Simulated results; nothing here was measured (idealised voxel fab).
process module | voxel plated lines
cross-section cut | 245 nm wide | cells 5 nm
A cross-section is a grid of square cells, given in bands from the top down. A band is one or more rows of cells.
Each band's line starts with the height of the band's top and of its bottom, in nm. Then come its materials from left to right, each with its width in nm. One material with "throughout" fills the band from edge to edge. "air" is empty space.
Height 0 is the level under which the wafer as received is all one material. The lowest band goes on downwards, as in "0 down".
A width such as "30 to 40" changes by the same amount from each row of cells to the next, from the band's top row to its bottom row.
"no change" after a step means that no cell of the cross-section changed.
closed voids: empty space of 8 cells or more with no open way to the top, each as width x height at its distance from the left edge, in nm
after a step's settings: what the simulator itself notes on the step
overlay nm, on a step with a mask: how far to the right of its planned place the mask lay; to the left if negative
plan
1 op RECEIVE | material Si
2 op CONFORMAL_DEP | material SiN | thk nm 15
3 op DIRECTIONAL_DEP | material TiN | thk nm 5
4 op PATTERN | tone open | mask id LINES | material resist | width nm 15 | pitch nm 35 | thk nm 40 | overlay nm 0
5 op EPI | material Ru | thk nm 5
6 op EPI | material Ru | thk nm 5
7 op EPI | material Ru | thk nm 5
8 op STRIP | etch materials resist
9 op DIRECTIONAL_ETCH | etch materials TiN | depth nm 5
10 op CONFORMAL_DEP | material SiN | thk nm 10
as received, after step 1
  0 down: Si throughout
  closed voids: none
a wafer at the end: this start, this plan, one mistake
  45 to 35: air 70 | SiN 110 | air 65
  35 to 25: air 70 | SiN 10 | Ru 20 | SiN 15 | Ru 20 | SiN 15 | Ru 20 | SiN 10 | air 65
  25 to 20: SiN 80 | Ru 20 | SiN 15 | Ru 20 | SiN 15 | Ru 20 | SiN 75
  20 to 15: SiN 80 | TiN 20 | SiN 15 | TiN 20 | SiN 15 | TiN 20 | SiN 75
  15 to 0: SiN throughout
  0 down: Si throughout
  closed voids: none
what went wrong: step 4 ran as: op PATTERN | tone open | mask id LINES | material resist | width nm 20 | pitch nm 35 | thk nm 40 | overlay nm 0
